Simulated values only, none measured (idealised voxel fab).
voxel wiring stack: a process module
It is cross-section cut that appears here, measuring 170 nm in width, its square cells being 5 nm in size.
Each cross-section below is a grid of square cells, stated as bands in top-down order, with one or more rows of cells making up each band.
Band: top and bottom heights (nm) first, top before bottom; then materials from left to right, widths in nm. "everywhere" marks a sole material filling the band edge to edge. "blank" denotes empty space.
Convention: height 0 is the level below which the wafer, as received, is all one material. The lowest band does not terminate at the bottom but continues downward, represented as "0 and below".
Top row gets the first number, bottom row gets the second, and each row in between changes by the same step: that is how a band width like "30..40" works.
"everything unchanged" for a step: no cell of the cross-section changed in that step.
Enclosed voids (no open way to top), threshold 8 cells or more, entry "Unvented internal voids", notation width x height at distance, distance from left edge, nm.
Anything after a step's settings on that line? It's the simulator's own note about the step.
overlay nm: mask right of planned place by this much (step with mask). Neg. = left.
Set out below are the planned steps of the process:
| 1 | RECEIVE with material Si |
| 2 | CONFORMAL_DEP with material SiO2, thk nm 10 |
| 3 | DIRECTIONAL_DEP with material TiN, thk nm 5 |
| 4 | DIRECTIONAL_DEP with material W, thk nm 25 |
| 5 | PATTERN with tone cover, mask id METAL_1, material resist, width nm 30, pitch nm 55, thk nm 20, overlay nm 0 |
| 6 | DIRECTIONAL_ETCH with etch materials W, depth nm 25 |
| 7 | DIRECTIONAL_ETCH with etch materials TiN, depth nm 5 |
| 8 | STRIP with etch materials resist |
| 9 | FILL_DEP with material lowk, thk nm 5 |
| 10 | CMP with height nm 40 |
| 11 | CONFORMAL_DEP with material SiCN, thk nm 5 |
| 12 | DIRECTIONAL_DEP with material lowk, thk nm 20 |
| 13 | DIRECTIONAL_DEP with material aC, thk nm 10 |
| 14 | PATTERN with tone open, mask id PLUG_1, material resist, width nm 15, pitch nm 55, thk nm 25, overlay nm 0 |
| 15 | DIRECTIONAL_ETCH with etch materials aC, depth nm 10 |
| 16 | STRIP with etch materials resist |
| 17 | DIRECTIONAL_ETCH with etch materials lowk, depth nm 20 |
| 18 | DIRECTIONAL_ETCH with etch materials SiCN, depth nm 5 |
| 19 | STRIP with etch materials aC |
| 20 | CONFORMAL_DEP with material TiN, thk nm 5 |
| 21 | FILL_DEP with material Cu, thk nm 10 |
| 22 | CMP with height nm 65 |
| 23 | CONFORMAL_DEP with material SiN, thk nm 5 |
| 24 | DIRECTIONAL_DEP with material SiO2, thk nm 15 |
| 25 | MASKED_ETCH with tone open, mask id METAL_2, width nm 30, pitch nm 55, etch materials SiO2, depth nm 15, overlay nm 0 |
| 26 | MASKED_ETCH with tone open, mask id METAL_2, width nm 30, pitch nm 55, etch materials SiN, depth nm 5, overlay nm 0 |
| 27 | CONFORMAL_DEP with material TiN, thk nm 5 |
| 28 | FILL_DEP with material Cu, thk nm 10 |
| 29 | CMP with height nm 85 |
| 30 | CONFORMAL_DEP with material SiCN, thk nm 5 |
Delivered wafer in cross-section: state after step 1:
0 and below | Si everywhere
Unvented internal voids: none
First of two wafers, end-of-module section, run followed plan:
90 down to 85 | SiCN everywhere
85 down to 70 | 15 of SiO2 | 5 of TiN | 20 of Cu | 5 of TiN | 25 of SiO2 | 5 of TiN | 20 of Cu | 5 of TiN | 25 of SiO2 | 5 of TiN | 20 of Cu | 5 of TiN | 15 of SiO2
70 down to 65 | 15 of SiN | 30 of TiN | 25 of SiN | 30 of TiN | 25 of SiN | 30 of TiN | 15 of SiN
65 down to 45 | 15 of lowk | 5 of TiN | 5 of Cu | 5 of TiN | 40 of lowk | 5 of TiN | 5 of Cu | 5 of TiN | 40 of lowk | 5 of TiN | 5 of Cu | 5 of TiN | 30 of lowk
45 down to 40 | 15 of SiCN | 15 of TiN | 40 of SiCN | 15 of TiN | 40 of SiCN | 15 of TiN | 30 of SiCN
40 down to 15 | 15 of lowk | 30 of W | 25 of lowk | 30 of W | 25 of lowk | 30 of W | 15 of lowk
15 down to 10 | 15 of lowk | 30 of TiN | 25 of lowk | 30 of TiN | 25 of lowk | 30 of TiN | 15 of lowk
10 down to 0 | SiO2 everywhere
0 and below | Si everywhere
Unvented internal voids: none
End of module, second wafer, cross-section. Started like the first, planned like the first, run with one mistake:
90 down to 85 | SiCN everywhere
85 down to 70 | 15 of SiO2 | 5 of TiN | 20 of Cu | 5 of TiN | 25 of SiO2 | 5 of TiN | 20 of Cu | 5 of TiN | 25 of SiO2 | 5 of TiN | 20 of Cu | 5 of TiN | 15 of SiO2
70 down to 65 | 15 of SiN | 30 of TiN | 25 of SiN | 30 of TiN | 25 of SiN | 30 of TiN | 15 of SiN
65 down to 45 | 25 of lowk | 5 of TiN | 5 of Cu | 5 of TiN | 40 of lowk | 5 of TiN | 5 of Cu | 5 of TiN | 40 of lowk | 5 of TiN | 5 of Cu | 5 of TiN | 20 of lowk
45 down to 40 | 25 of SiCN | 15 of TiN | 40 of SiCN | 15 of TiN | 40 of SiCN | 15 of TiN | 20 of SiCN
40 down to 15 | 15 of lowk | 30 of W | 25 of lowk | 30 of W | 25 of lowk | 30 of W | 15 of lowk
15 down to 10 | 15 of lowk | 30 of TiN | 25 of lowk | 30 of TiN | 25 of lowk | 30 of TiN | 15 of lowk
10 down to 0 | SiO2 everywhere
0 and below | Si everywhere
Unvented internal voids: none
Finding, execution versus plan: step 14: run off-plan, actual operation and settings PATTERN with tone open, mask id PLUG_1, material resist, width nm 15, pitch nm 55, thk nm 25, overlay nm 10
If you tally the cells, the second wafer ends up with the same amount of every material as the first; it's all just sitting in different places.
